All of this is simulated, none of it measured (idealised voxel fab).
Process module heading - voxel self aligned vias
The width of the displayed cross-section, cut, is 170 nm; its cells are square, with a size of 5 nm.
Think of the cross-section as a grid of square cells. We describe it in bands, top to bottom, and each band covers one or more rows of those cells.
Basically the band line says how high the top is and how high the bottom is, in nm, and then what's in it from left to right, every material with its width in nm. Empty space shows up as "air", and if a single material carries "full width" it runs the full band edge to edge.
Heights are expressed relative to 0, this being the level below which the as-received wafer comprises one material exclusively. The lowest band is unbounded in the downward direction and is denoted as in "0 and below".
So if you see something like "30..40" for the width, read it as the top row of the band sitting at the first number and the bottom row at the second, with every row in between moving by the same amount as the last.
Basically "everything unchanged" means that step didn't change any cell in the cross-section.
This entry, "Closed void register", enumerates those empty regions of no fewer than 8 cells that possess no open connection to the top. Each region is reported in the form width x height at distance, the distance being taken from the left edge, with all three quantities expressed in nm.
If you see something after the settings on a step's line, that's the simulator's own remark about that step.
The setting "overlay nm" may be written on the line of a step. When the step uses a mask, the value reports how far to the right of the planned place the mask lay, and a negative value reports that it lay to the left.
Planned process steps
1: RECEIVE | material Si
2: CONFORMAL_DEP | material SiO2 | thk nm 10
3: CONFORMAL_DEP | material SiCN | thk nm 5
4: DIRECTIONAL_DEP | material SiO2 | thk nm 30
5: DIRECTIONAL_DEP | material aC | thk nm 10
6: PATTERN | tone open | mask id LINES | material resist | width nm 20 | pitch nm 45 | thk nm 25 | overlay nm 0
7: DIRECTIONAL_ETCH | etch materials aC | depth nm 10
8: STRIP | etch materials resist
9: DIRECTIONAL_ETCH | etch materials SiO2 | depth nm 30
10: STRIP | etch materials aC
11: CONFORMAL_DEP | material TiN | thk nm 5
12: FILL_DEP | material W | thk nm 10
13: CMP | height nm 45
14: SELECTIVE_ETCH | etch materials W Ru TiN | depth nm 10
15: FILL_DEP | material SiN | thk nm 10
16: CMP | height nm 45
17: DIRECTIONAL_DEP | material SiO2 | thk nm 15
18: PATTERN | tone open | mask id VIAS | material resist | width nm 30 | pitch nm 45 | thk nm 15 | overlay nm 0
19: DIRECTIONAL_ETCH | etch materials SiO2 | depth nm 15
20: DIRECTIONAL_ETCH | etch materials SiN | depth nm 10
21: STRIP | etch materials resist
22: CONFORMAL_DEP | material TiN | thk nm 5
23: FILL_DEP | material W | thk nm 5
24: CMP | height nm 60
25: CONFORMAL_DEP | material SiCN | thk nm 5
Cross-section: wafer on arrival = after step 1
    0 and below  Si full width
    Closed void register: none
First of two wafers: cross-section at end of module, run per plan
    65 down to 60  SiCN full width
    60 down to 50  45 nm SiO2  5 nm TiN  20 nm W  5 nm TiN  15 nm SiO2  5 nm TiN  20 nm W  5 nm TiN  50 nm SiO2
    50 down to 40  45..50 nm SiO2  10..5 nm TiN  10 nm W  10..5 nm TiN  15..25 nm SiO2  10..5 nm TiN  10 nm W  10..5 nm TiN  50..55 nm SiO2
    40 down to 35  50 nm SiO2  20 nm TiN  25 nm SiO2  20 nm TiN  55 nm SiO2
    35 down to 20  50 nm SiO2  5 nm TiN  10 nm W  5 nm TiN  25 nm SiO2  5 nm TiN  10 nm W  5 nm TiN  55 nm SiO2
    20 down to 15  50 nm SiO2  20 nm TiN  25 nm SiO2  20 nm TiN  55 nm SiO2
    15 down to 10  SiCN full width
    10 down to 0  SiO2 full width
    0 and below  Si full width
    Closed void register: none
Wafer two, sectioned after the module: the first wafer's start, the first wafer's plan, and one mistake in how it was run
    65 down to 60  SiCN full width
    60 down to 50  45 nm SiO2  5 nm TiN  20 nm W  5 nm TiN  15 nm SiO2  5 nm TiN  20 nm W  5 nm TiN  50 nm SiO2
    50 down to 45  45 nm SiO2  30 nm TiN  15 nm SiO2  30 nm TiN  50 nm SiO2
    45 down to 35  45 nm SiN  5 nm TiN  20 nm SiO2  5 nm TiN  15 nm SiN  5 nm TiN  20 nm SiO2  5 nm TiN  50 nm SiN
    35 down to 20  45 nm W  5 nm TiN  20 nm SiO2  5 nm TiN  15 nm W  5 nm TiN  20 nm SiO2  5 nm TiN  50 nm W
    20 down to 15  50 nm TiN  20 nm SiO2  25 nm TiN  20 nm SiO2  55 nm TiN
    15 down to 10  SiCN full width
    10 down to 0  SiO2 full width
    0 and below  Si full width
    Closed void register: none
The plan and the run diverged here: step 6 went in with a setting other than planned; the actual run was PATTERN | tone cover | mask id LINES | material resist | width nm 20 | pitch nm 45 | thk nm 25 | overlay nm 0
Counted in cells at the end, the second wafer holds more or fewer of these materials than the first: SiN: 44 more, SiO2: 108 fewer, TiN: 18 more, W: 46 more
